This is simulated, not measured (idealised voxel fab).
Process module, titled voxel transistor to metal
The cross-section shown here is cut; it is 190 nm wide and divided into square cells measuring 5 nm on a side.
Just so we're on the same page, the cross-sections are grids of square cells, and they're listed out in bands top to bottom, each band one or more rows deep.
Heights first: top, then bottom, in nm. Then materials, left to right, each with a width in nm. "edge to edge" on a single material: fills the band edge to edge. "empty": empty space.
Heads up on the height convention: 0 is the point under which the incoming wafer is all one material, and the lowest band has no bottom, it just keeps going down, like "0 -> down".
With a width like "30 to 40", each row of cells in the band differs from the next by the same amount, the top row carrying the first number and the bottom row the second.
Basically "remained the same" means that step didn't change any cell in the cross-section.
Entry "Completely enclosed voids". Content: empty spaces with no open connection to the top, size 8 cells or greater. Each: width x height at distance. Distance: from left edge. Unit: nm.
Formally, on a step line, whatever follows the settings is a remark that the simulator itself makes on the step.
If you see "overlay nm" on a step's line and that step has a mask, it's telling you how far right of where it was planned the mask ended up; a negative number means it went left instead.
## Planned step list for the process
1 RECEIVE,material Si
2 CONFORMAL_DEP,material SiO2,thk nm 5
3 CONFORMAL_DEP,material SiN,thk nm 10
4 DIRECTIONAL_DEP,material aC,thk nm 10
5 PATTERN,tone cover,mask id ACTIVE,material resist,width nm 85,thk nm 30,overlay nm 0
6 DIRECTIONAL_ETCH,etch materials aC,depth nm 10
7 STRIP,etch materials resist
8 DIRECTIONAL_ETCH,etch materials SiN,depth nm 10
9 DIRECTIONAL_ETCH,etch materials SiO2,depth nm 5
10 DIRECTIONAL_ETCH,etch materials Si,depth nm 30
11 STRIP,etch materials aC
12 FILL_DEP,material SiO2,thk nm 10
13 CMP,height nm 15
14 SELECTIVE_ETCH,etch materials SiO2,depth nm 5
15 STRIP,etch materials SiN
16 SELECTIVE_ETCH,etch materials SiO2,depth nm 5
17 OXIDIZE,depth nm 5
18 DIRECTIONAL_DEP,material polySi,thk nm 25
19 DIRECTIONAL_DEP,material SiCN,thk nm 15
20 MASKED_ETCH,tone cover,mask id GATE,width nm 15,etch materials SiCN,depth nm 25,overlay nm 0
21 MASKED_ETCH,tone cover,mask id GATE,width nm 15,etch materials polySi,depth nm 35,overlay nm 0
22 CONFORMAL_DEP,material SiN,thk nm 5
23 DIRECTIONAL_ETCH,etch materials SiN,depth nm 5
24 DIRECTIONAL_ETCH,etch materials SiO2,depth nm 5
25 EPI,material nSi,thk nm 5
26 FILL_DEP,material SiO2,thk nm 10
27 CMP,height nm 40
28 DIRECTIONAL_DEP,material SiO2,thk nm 10
29 DIRECTIONAL_DEP,material aC,thk nm 10
30 PATTERN,tone open,mask id CONTACT,material resist,width nm 25,pitch nm 50,thk nm 30,overlay nm 0
31 DIRECTIONAL_ETCH,etch materials aC,depth nm 10
32 STRIP,etch materials resist
33 DIRECTIONAL_ETCH,etch materials SiO2,depth nm 50
34 STRIP,etch materials aC
35 CONFORMAL_DEP,material TiN,thk nm 5
36 FILL_DEP,material W,thk nm 5
37 CMP,height nm 50
38 CONFORMAL_DEP,material SiN,thk nm 5
39 DIRECTIONAL_DEP,material lowk,thk nm 25
40 PATTERN,tone open,mask id METAL_1,material resist,width nm 15,pitch nm 60,thk nm 20,overlay nm 0
41 DIRECTIONAL_ETCH,etch materials lowk,depth nm 25
42 DIRECTIONAL_ETCH,etch materials SiN,depth nm 5
43 STRIP,etch materials resist
44 CONFORMAL_DEP,material TiN,thk nm 5
45 FILL_DEP,material Ru,thk nm 5
46 CMP,height nm 80
47 CONFORMAL_DEP,material SiCN,thk nm 5
## Delivered wafer in cross-section: state after step 1
* 0 -> down | Si edge to edge
* Completely enclosed voids: none
## Starting wafer: above. Plan: above. Run: one mistake. Cross-section after the module: below
* 85 -> 80 | SiCN edge to edge
* 80 -> 55 | 55 lowk / 5 TiN / 5 Ru / 5 TiN / 45 lowk / 5 TiN / 5 Ru / 5 TiN / 60 lowk
* 55 -> 50 | 55 SiN / 15 TiN / 45 SiN / 15 TiN / 60 SiN
* 50 -> 40 | 55 SiO2 / 5 TiN / 15 W / 5 TiN / 25 SiO2 / 5 TiN / 15 W / 5 TiN / 60 SiO2
* 40 -> 30 | 55 SiO2 / 5 TiN / 15 W / 5 TiN / 5 SiN / 15 SiCN / 5 SiN / 5 TiN / 15 W / 5 TiN / 60 SiO2
* 30 -> 10 | 55 SiO2 / 5 TiN / 15 W / 5 TiN / 5 SiN / 15 polySi / 5 SiN / 5 TiN / 15 W / 5 TiN / 60 SiO2
* 10 -> 5 | 55 SiO2 / 25 TiN / 5 SiN / 15 polySi / 5 SiN / 25 TiN / 60 SiO2
* 5 -> 0 | 45 SiO2 / 5 SiN / 30 nSi / 25 SiO2 / 30 nSi / 5 SiN / 50 SiO2
* 0 -> -5 | 55 SiO2 / 75 Si / 60 SiO2
* -5 -> -25 | 50 SiO2 / 85 Si / 55 SiO2
* -25 -> down | Si edge to edge
* Completely enclosed voids: none
Diagnosis: step 2 was not run as planned; what actually ran was CONFORMAL_DEP,material polySi,thk nm 5
